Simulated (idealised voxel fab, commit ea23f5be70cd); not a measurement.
process module | voxel fin reveal
cross-section cut | 235 nm wide | cells 5 nm
A cross-section is a grid of square cells, given in bands from the top down. A band is one or more rows of cells.
Each band's line starts with the height of the band's top and of its bottom, in nm. Then come its materials from left to right, each with its width in nm. One material with "throughout" fills the band from edge to edge. "air" is empty space.
Height 0 is the level under which the wafer as received is all one material. The lowest band goes on downwards, as in "0 down".
A width such as "30 to 40" changes by the same amount from each row of cells to the next, from the band's top row to its bottom row.
"no change" after a step means that no cell of the cross-section changed.
closed voids: empty space of 8 cells or more with no open way to the top, each as width x height at its distance from the left edge, in nm
after a step's settings: what the simulator itself notes on the step
overlay nm, on a step with a mask: how far to the right of its planned place the mask lay; to the left if negative
plan
1 op RECEIVE | material Si
2 op CONFORMAL_DEP | material SiN | thk nm 5
3 op PATTERN | tone cover | mask id FINS | material resist | width nm 15 | pitch nm 40 | thk nm 20 | overlay nm -15
4 op DIRECTIONAL_ETCH | etch materials SiN | depth nm 5
5 op DIRECTIONAL_ETCH | etch materials Si | depth nm 35
6 op STRIP | etch materials resist
7 op OXIDIZE | depth nm 5
8 op FILL_DEP | material SiO2 | thk nm 5
9 op CMP | height nm 5
10 op SELECTIVE_ETCH | etch materials SiO2 | depth nm 15
11 op STRIP | etch materials SiN
12 op CONFORMAL_DEP | material SiO2 | thk nm 5
varied across the wafers: overlay nm of step 3. The plan shows the first wafer's value. All wafers start alike
first wafer as received, after step 1
  0 down: Si throughout
  closed voids: none
first wafer at the end, after step 12
  5 to 0: air 35 | SiO2 15 | air 25 | SiO2 15 | air 25 | SiO2 15 | air 25 | SiO2 15 | air 65
  0 to -5: air 35 | SiO2 5 | Si 5 | SiO2 5 | air 25 | SiO2 5 | Si 5 | SiO2 5 | air 25 | SiO2 5 | Si 5 | SiO2 5 | air 25 | SiO2 5 | Si 5 | SiO2 5 | air 65
  -5 to -40: SiO2 40 | Si 5 | SiO2 35 | Si 5 | SiO2 35 | Si 5 | SiO2 35 | Si 5 | SiO2 70
  -40 down: Si throughout
  closed voids: none
last wafer at the end
  5 to 0: air 65 | SiO2 15 | air 25 | SiO2 15 | air 25 | SiO2 15 | air 25 | SiO2 15 | air 35
  0 to -5: air 65 | SiO2 5 | Si 5 | SiO2 5 | air 25 | SiO2 5 | Si 5 | SiO2 5 | air 25 | SiO2 5 | Si 5 | SiO2 5 | air 25 | SiO2 5 | Si 5 | SiO2 5 | air 35
  -5 to -40: SiO2 70 | Si 5 | SiO2 35 | Si 5 | SiO2 35 | Si 5 | SiO2 35 | Si 5 | SiO2 40
  -40 down: Si throughout
  closed voids: none
each wafer at the end: cells of each material gained (+) or lost (-) since it was received, then its closed voids
overlay nm -15 | -344 Si | +321 SiO2 | closed voids: none
overlay nm -10 | -344 Si | +321 SiO2 | closed voids: none
overlay nm -5 | -344 Si | +321 SiO2 | closed voids: none
overlay nm 0 | -344 Si | +321 SiO2 | closed voids: none
overlay nm 5 | -344 Si | +321 SiO2 | closed voids: none
overlay nm 10 | -344 Si | +321 SiO2 | closed voids: none
overlay nm 15 | -344 Si | +321 SiO2 | closed voids: none
